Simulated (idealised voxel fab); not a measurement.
process module | voxel wiring stack
cross-section cut | 210 nm wide | cells 5 nm
A cross-section is a grid of square cells, given in bands from the top down. A band is one or more rows of cells.
Each band's line starts with the height of the band's top and of its bottom, in nm. Then come its materials from left to right, each with its width in nm. One material with "throughout" fills the band from edge to edge. "air" is empty space.
Height 0 is the level under which the wafer as received is all one material. The lowest band goes on downwards, as in "0 down".
A width such as "30 to 40" changes by the same amount from each row of cells to the next, from the band's top row to its bottom row.
"no change" after a step means that no cell of the cross-section changed.
closed voids: empty space of 8 cells or more with no open way to the top, each as width x height at its distance from the left edge, in nm
after a step's settings: what the simulator itself notes on the step
overlay nm, on a step with a mask: how far to the right of its planned place the mask lay; to the left if negative
plan
1 op RECEIVE | material Si
2 op CONFORMAL_DEP | material SiO2 | thk nm 10
3 op DIRECTIONAL_DEP | material TiN | thk nm 5
4 op DIRECTIONAL_DEP | material W | thk nm 15
5 op PATTERN | tone cover | mask id METAL_1 | material resist | width nm 30 | pitch nm 60 | thk nm 15 | overlay nm 0
6 op DIRECTIONAL_ETCH | etch materials W | depth nm 15
7 op DIRECTIONAL_ETCH | etch materials TiN | depth nm 5
8 op STRIP | etch materials resist
9 op FILL_DEP | material SiO2 | thk nm 5
10 op CMP | height nm 30
11 op CONFORMAL_DEP | material SiCN | thk nm 5
12 op DIRECTIONAL_DEP | material SiO2 | thk nm 10
13 op DIRECTIONAL_DEP | material aC | thk nm 10
14 op PATTERN | tone open | mask id PLUG_1 | material resist | width nm 15 | pitch nm 60 | thk nm 25 | overlay nm 0
15 op DIRECTIONAL_ETCH | etch materials aC | depth nm 10
16 op STRIP | etch materials resist
17 op DIRECTIONAL_ETCH | etch materials SiO2 | depth nm 10
18 op DIRECTIONAL_ETCH | etch materials SiCN | depth nm 5
19 op STRIP | etch materials aC
20 op EPI | material Ru | thk nm 10
21 op EPI | material Ru | thk nm 5
22 op CONFORMAL_DEP | material SiN | thk nm 5
23 op DIRECTIONAL_DEP | material SiO2 | thk nm 15
24 op DIRECTIONAL_DEP | material aC | thk nm 15
25 op PATTERN | tone open | mask id METAL_2 | material resist | width nm 30 | pitch nm 60 | thk nm 30 | overlay nm 0
26 op DIRECTIONAL_ETCH | etch materials aC | depth nm 15
27 op STRIP | etch materials resist
28 op DIRECTIONAL_ETCH | etch materials SiO2 | depth nm 15
29 op DIRECTIONAL_ETCH | etch materials SiN | depth nm 5
30 op STRIP | etch materials aC
31 op CONFORMAL_DEP | material TiN | thk nm 5
32 op FILL_DEP | material W | thk nm 10
33 op CMP | height nm 65
34 op CONFORMAL_DEP | material SiCN | thk nm 5
35 op DIRECTIONAL_DEP | material lowk | thk nm 15
36 op DIRECTIONAL_DEP | material aC | thk nm 10
37 op PATTERN | tone open | mask id PLUG_2 | material resist | width nm 15 | pitch nm 60 | thk nm 25 | overlay nm 0
38 op DIRECTIONAL_ETCH | etch materials aC | depth nm 10
39 op STRIP | etch materials resist
40 op DIRECTIONAL_ETCH | etch materials lowk | depth nm 15
41 op DIRECTIONAL_ETCH | etch materials SiCN | depth nm 5
42 op STRIP | etch materials aC
43 op EPI | material Ru | thk nm 10
44 op EPI | material Ru | thk nm 10
45 op DIRECTIONAL_DEP | material TiN | thk nm 5
46 op DIRECTIONAL_DEP | material Ru | thk nm 15
47 op DIRECTIONAL_DEP | material aC | thk nm 10
48 op PATTERN | tone cover | mask id METAL_3 | material resist | width nm 30 | pitch nm 60 | thk nm 25 | overlay nm 0
49 op DIRECTIONAL_ETCH | etch materials aC | depth nm 10
50 op STRIP | etch materials resist
51 op DIRECTIONAL_ETCH | etch materials Ru | depth nm 15
52 op DIRECTIONAL_ETCH | etch materials TiN | depth nm 5
53 op STRIP | etch materials aC
54 op FILL_DEP | material lowk | thk nm 5
55 op CMP | height nm 105
56 op CONFORMAL_DEP | material SiCN | thk nm 5
57 op DIRECTIONAL_DEP | material SiO2 | thk nm 20
58 op MASKED_ETCH | tone open | mask id PLUG_3 | width nm 15 | pitch nm 120 | etch materials SiO2 | depth nm 20 | overlay nm 0
59 op MASKED_ETCH | tone open | mask id PLUG_3 | width nm 15 | pitch nm 120 | etch materials SiCN | depth nm 5 | overlay nm 0
60 op CONFORMAL_DEP | material TiN | thk nm 5
61 op FILL_DEP | material Cu | thk nm 5
62 op CMP | height nm 130
63 op DIRECTIONAL_DEP | material TiN | thk nm 5
64 op DIRECTIONAL_DEP | material W | thk nm 15
65 op PATTERN | tone cover | mask id METAL_4 | material resist | width nm 30 | pitch nm 60 | thk nm 15 | overlay nm 0
66 op DIRECTIONAL_ETCH | etch materials W | depth nm 15
67 op DIRECTIONAL_ETCH | etch materials TiN | depth nm 5
68 op STRIP | etch materials resist
69 op FILL_DEP | material lowk | thk nm 10
70 op CMP | height nm 150
71 op CONFORMAL_DEP | material SiCN | thk nm 5
first wafer, as planned
as received, after step 1
  0 down: Si throughout
  closed voids: none
after step 2
  10 to 0: SiO2 throughout
  below 0: unchanged
after step 3
  15 to 10: TiN throughout
  below 10: unchanged
after step 4
  30 to 15: W throughout
  below 15: unchanged
after step 5
  45 to 30: air 30 | resist 30 | air 30 | resist 30 | air 30 | resist 30 | air 30
  below 30: unchanged
after step 6
  45 to 30: air 30 | resist 30 | air 30 | resist 30 | air 30 | resist 30 | air 30
  30 to 15: air 30 | W 30 | air 30 | W 30 | air 30 | W 30 | air 30
  below 15: unchanged
after step 7
  45 to 30: air 30 | resist 30 | air 30 | resist 30 | air 30 | resist 30 | air 30
  30 to 15: air 30 | W 30 | air 30 | W 30 | air 30 | W 30 | air 30
  15 to 10: air 30 | TiN 30 | air 30 | TiN 30 | air 30 | TiN 30 | air 30
  below 10: unchanged
after step 8
  30 to 15: air 30 | W 30 | air 30 | W 30 | air 30 | W 30 | air 30
  below 15: unchanged
after step 9
  35 to 30: SiO2 throughout
  30 to 15: SiO2 30 | W 30 | SiO2 30 | W 30 | SiO2 30 | W 30 | SiO2 30
  15 to 10: SiO2 30 | TiN 30 | SiO2 30 | TiN 30 | SiO2 30 | TiN 30 | SiO2 30
  below 10: unchanged
after step 10
  30 to 15: SiO2 30 | W 30 | SiO2 30 | W 30 | SiO2 30 | W 30 | SiO2 30
  below 15: unchanged
after step 11
  35 to 30: SiCN throughout
  below 30: unchanged
after step 12
  45 to 35: SiO2 throughout
  below 35: unchanged
after step 13
  55 to 45: aC throughout
  below 45: unchanged
after step 14
  80 to 55: resist 30 | air 15 | resist 45 | air 15 | resist 45 | air 15 | resist 45
  below 55: unchanged
after step 15
  70 to 55: resist 30 | air 15 | resist 45 | air 15 | resist 45 | air 15 | resist 45
  55 to 45: aC 30 | air 15 | aC 45 | air 15 | aC 45 | air 15 | aC 45
  below 45: unchanged
after step 16
  55 to 45: aC 30 | air 15 | aC 45 | air 15 | aC 45 | air 15 | aC 45
  below 45: unchanged
after step 17
  55 to 45: aC 30 | air 15 | aC 45 | air 15 | aC 45 | air 15 | aC 45
  45 to 35: SiO2 30 | air 15 | SiO2 45 | air 15 | SiO2 45 | air 15 | SiO2 45
  below 35: unchanged
after step 18
  55 to 45: aC 30 | air 15 | aC 45 | air 15 | aC 45 | air 15 | aC 45
  45 to 35: SiO2 30 | air 15 | SiO2 45 | air 15 | SiO2 45 | air 15 | SiO2 45
  35 to 30: SiCN 30 | air 15 | SiCN 45 | air 15 | SiCN 45 | air 15 | SiCN 45
  below 30: unchanged
after step 19
  45 to 35: SiO2 30 | air 15 | SiO2 45 | air 15 | SiO2 45 | air 15 | SiO2 45
  below 35: unchanged
after step 20
  45 to 40: SiO2 30 | air 15 | SiO2 45 | air 15 | SiO2 45 | air 15 | SiO2 45
  40 to 35: SiO2 30 | Ru 15 | SiO2 45 | Ru 15 | SiO2 45 | Ru 15 | SiO2 45
  35 to 30: SiCN 30 | Ru 15 | SiCN 45 | Ru 15 | SiCN 45 | Ru 15 | SiCN 45
  below 30: unchanged
after step 21
  45 to 35: SiO2 30 | Ru 15 | SiO2 45 | Ru 15 | SiO2 45 | Ru 15 | SiO2 45
  below 35: unchanged
after step 22
  50 to 45: SiN throughout
  below 45: unchanged
after step 23
  65 to 50: SiO2 throughout
  below 50: unchanged
after step 24
  80 to 65: aC throughout
  below 65: unchanged
after step 25
  110 to 80: resist 30 | air 30 | resist 30 | air 30 | resist 30 | air 30 | resist 30
  below 80: unchanged
after step 26
  95 to 80: resist 30 | air 30 | resist 30 | air 30 | resist 30 | air 30 | resist 30
  80 to 65: aC 30 | air 30 | aC 30 | air 30 | aC 30 | air 30 | aC 30
  below 65: unchanged
after step 27
  80 to 65: aC 30 | air 30 | aC 30 | air 30 | aC 30 | air 30 | aC 30
  below 65: unchanged
after step 28
  80 to 65: aC 30 | air 30 | aC 30 | air 30 | aC 30 | air 30 | aC 30
  65 to 50: SiO2 30 | air 30 | SiO2 30 | air 30 | SiO2 30 | air 30 | SiO2 30
  below 50: unchanged
after step 29
  80 to 65: aC 30 | air 30 | aC 30 | air 30 | aC 30 | air 30 | aC 30
  65 to 50: SiO2 30 | air 30 | SiO2 30 | air 30 | SiO2 30 | air 30 | SiO2 30
  50 to 45: SiN 30 | air 30 | SiN 30 | air 30 | SiN 30 | air 30 | SiN 30
  below 45: unchanged
after step 30
  65 to 50: SiO2 30 | air 30 | SiO2 30 | air 30 | SiO2 30 | air 30 | SiO2 30
  below 50: unchanged
after step 31
  70 to 65: TiN 35 | air 20 | TiN 40 | air 20 | TiN 40 | air 20 | TiN 35
  65 to 50: SiO2 30 | TiN 5 | air 20 | TiN 5 | SiO2 30 | TiN 5 | air 20 | TiN 5 | SiO2 30 | TiN 5 | air 20 | TiN 5 | SiO2 30
  50 to 45: SiN 30 | TiN 30 | SiN 30 | TiN 30 | SiN 30 | TiN 30 | SiN 30
  below 45: unchanged
after step 32
  80 to 70: W throughout
  70 to 65: TiN 35 | W 20 | TiN 40 | W 20 | TiN 40 | W 20 | TiN 35
  65 to 50: SiO2 30 | TiN 5 | W 20 | TiN 5 | SiO2 30 | TiN 5 | W 20 | TiN 5 | SiO2 30 | TiN 5 | W 20 | TiN 5 | SiO2 30
  below 50: unchanged
after step 33
  65 to 50: SiO2 30 | TiN 5 | W 20 | TiN 5 | SiO2 30 | TiN 5 | W 20 | TiN 5 | SiO2 30 | TiN 5 | W 20 | TiN 5 | SiO2 30
  below 50: unchanged
after step 34
  70 to 65: SiCN throughout
  below 65: unchanged
after step 35
  85 to 70: lowk throughout
  below 70: unchanged
after step 36
  95 to 85: aC throughout
  below 85: unchanged
after step 37
  120 to 95: resist 30 | air 15 | resist 45 | air 15 | resist 45 | air 15 | resist 45
  below 95: unchanged
after step 38
  110 to 95: resist 30 | air 15 | resist 45 | air 15 | resist 45 | air 15 | resist 45
  95 to 85: aC 30 | air 15 | aC 45 | air 15 | aC 45 | air 15 | aC 45
  below 85: unchanged
after step 39
  95 to 85: aC 30 | air 15 | aC 45 | air 15 | aC 45 | air 15 | aC 45
  below 85: unchanged
after step 40
  95 to 85: aC 30 | air 15 | aC 45 | air 15 | aC 45 | air 15 | aC 45
  85 to 70: lowk 30 | air 15 | lowk 45 | air 15 | lowk 45 | air 15 | lowk 45
  below 70: unchanged
after step 41
  95 to 85: aC 30 | air 15 | aC 45 | air 15 | aC 45 | air 15 | aC 45
  85 to 70: lowk 30 | air 15 | lowk 45 | air 15 | lowk 45 | air 15 | lowk 45
  70 to 65: SiCN 30 | air 15 | SiCN 45 | air 15 | SiCN 45 | air 15 | SiCN 45
  below 65: unchanged
after step 42
  85 to 70: lowk 30 | air 15 | lowk 45 | air 15 | lowk 45 | air 15 | lowk 45
  below 70: unchanged
after step 43
  85 to 75: lowk 30 | air 15 | lowk 45 | air 15 | lowk 45 | air 15 | lowk 45
  75 to 70: lowk 30 | Ru 15 | lowk 45 | Ru 15 | lowk 45 | Ru 15 | lowk 45
  70 to 65: SiCN 30 | Ru 15 | SiCN 45 | Ru 15 | SiCN 45 | Ru 15 | SiCN 45
  below 65: unchanged
after step 44
  85 to 70: lowk 30 | Ru 15 | lowk 45 | Ru 15 | lowk 45 | Ru 15 | lowk 45
  below 70: unchanged
after step 45
  90 to 85: TiN throughout
  below 85: unchanged
after step 46
  105 to 90: Ru throughout
  below 90: unchanged
after step 47
  115 to 105: aC throughout
  below 105: unchanged
after step 48
  140 to 115: air 30 | resist 30 | air 30 | resist 30 | air 30 | resist 30 | air 30
  below 115: unchanged
after step 49
  130 to 115: air 30 | resist 30 | air 30 | resist 30 | air 30 | resist 30 | air 30
  115 to 105: air 30 | aC 30 | air 30 | aC 30 | air 30 | aC 30 | air 30
  below 105: unchanged
after step 50
  115 to 105: air 30 | aC 30 | air 30 | aC 30 | air 30 | aC 30 | air 30
  below 105: unchanged
after step 51
  115 to 105: air 30 | aC 30 | air 30 | aC 30 | air 30 | aC 30 | air 30
  105 to 90: air 30 | Ru 30 | air 30 | Ru 30 | air 30 | Ru 30 | air 30
  below 90: unchanged
after step 52
  115 to 105: air 30 | aC 30 | air 30 | aC 30 | air 30 | aC 30 | air 30
  105 to 90: air 30 | Ru 30 | air 30 | Ru 30 | air 30 | Ru 30 | air 30
  90 to 85: air 30 | TiN 30 | air 30 | TiN 30 | air 30 | TiN 30 | air 30
  below 85: unchanged
after step 53
  105 to 90: air 30 | Ru 30 | air 30 | Ru 30 | air 30 | Ru 30 | air 30
  below 90: unchanged
after step 54
  110 to 105: lowk throughout
  105 to 90: lowk 30 | Ru 30 | lowk 30 | Ru 30 | lowk 30 | Ru 30 | lowk 30
  90 to 85: lowk 30 | TiN 30 | lowk 30 | TiN 30 | lowk 30 | TiN 30 | lowk 30
  below 85: unchanged
after step 55
  105 to 90: lowk 30 | Ru 30 | lowk 30 | Ru 30 | lowk 30 | Ru 30 | lowk 30
  below 90: unchanged
after step 56
  110 to 105: SiCN throughout
  below 105: unchanged
after step 57
  130 to 110: SiO2 throughout
  below 110: unchanged
after step 58
  130 to 110: SiO2 30 | air 15 | SiO2 105 | air 15 | SiO2 45
  below 110: unchanged
after step 59
  130 to 110: SiO2 30 | air 15 | SiO2 105 | air 15 | SiO2 45
  110 to 105: SiCN 30 | air 15 | SiCN 105 | air 15 | SiCN 45
  below 105: unchanged
after step 60
  135 to 130: TiN 35 | air 5 | TiN 115 | air 5 | TiN 50
  130 to 110: SiO2 30 | TiN 5 | air 5 | TiN 5 | SiO2 105 | TiN 5 | air 5 | TiN 5 | SiO2 45
  110 to 105: SiCN 30 | TiN 15 | SiCN 105 | TiN 15 | SiCN 45
  below 105: unchanged
after step 61
  140 to 135: Cu throughout
  135 to 130: TiN 35 | Cu 5 | TiN 115 | Cu 5 | TiN 50
  130 to 110: SiO2 30 | TiN 5 | Cu 5 | TiN 5 | SiO2 105 | TiN 5 | Cu 5 | TiN 5 | SiO2 45
  below 110: unchanged
after step 62
  130 to 110: SiO2 30 | TiN 5 | Cu 5 | TiN 5 | SiO2 105 | TiN 5 | Cu 5 | TiN 5 | SiO2 45
  below 110: unchanged
after step 63
  135 to 130: TiN throughout
  below 130: unchanged
after step 64
  150 to 135: W throughout
  below 135: unchanged
after step 65
  165 to 150: air 30 | resist 30 | air 30 | resist 30 | air 30 | resist 30 | air 30
  below 150: unchanged
after step 66
  165 to 150: air 30 | resist 30 | air 30 | resist 30 | air 30 | resist 30 | air 30
  150 to 135: air 30 | W 30 | air 30 | W 30 | air 30 | W 30 | air 30
  below 135: unchanged
after step 67
  165 to 150: air 30 | resist 30 | air 30 | resist 30 | air 30 | resist 30 | air 30
  150 to 135: air 30 | W 30 | air 30 | W 30 | air 30 | W 30 | air 30
  135 to 130: air 30 | TiN 30 | air 30 | TiN 30 | air 30 | TiN 30 | air 30
  below 130: unchanged
after step 68
  150 to 135: air 30 | W 30 | air 30 | W 30 | air 30 | W 30 | air 30
  below 135: unchanged
after step 69
  160 to 150: lowk throughout
  150 to 135: lowk 30 | W 30 | lowk 30 | W 30 | lowk 30 | W 30 | lowk 30
  135 to 130: lowk 30 | TiN 30 | lowk 30 | TiN 30 | lowk 30 | TiN 30 | lowk 30
  below 130: unchanged
after step 70
  150 to 135: lowk 30 | W 30 | lowk 30 | W 30 | lowk 30 | W 30 | lowk 30
  below 135: unchanged
after step 71
  155 to 150: SiCN throughout
  below 150: unchanged
second wafer: like start, like plan, one mistake. Through step 62 it matches the first wafer
when step 63 should have ended
  145 to 130: W throughout
  below 130: unchanged
when step 64 should have ended
  150 to 145: TiN throughout
  below 145: unchanged
when step 65 should have ended
  165 to 150: air 30 | resist 30 | air 30 | resist 30 | air 30 | resist 30 | air 30
  below 150: unchanged
when step 66 should have ended: no change
when step 67 should have ended
  165 to 150: air 30 | resist 30 | air 30 | resist 30 | air 30 | resist 30 | air 30
  150 to 145: air 30 | TiN 30 | air 30 | TiN 30 | air 30 | TiN 30 | air 30
  below 145: unchanged
when step 68 should have ended
  150 to 145: air 30 | TiN 30 | air 30 | TiN 30 | air 30 | TiN 30 | air 30
  below 145: unchanged
when step 69 should have ended
  160 to 150: lowk throughout
  150 to 145: lowk 30 | TiN 30 | lowk 30 | TiN 30 | lowk 30 | TiN 30 | lowk 30
  below 145: unchanged
when step 70 should have ended
  150 to 145: lowk 30 | TiN 30 | lowk 30 | TiN 30 | lowk 30 | TiN 30 | lowk 30
  below 145: unchanged
when step 71 should have ended
  155 to 150: SiCN throughout
  below 150: unchanged
what went wrong: steps 63 and 64 were swapped
at the end the second wafer has, in cells: 72 more of W | 72 fewer of lowk
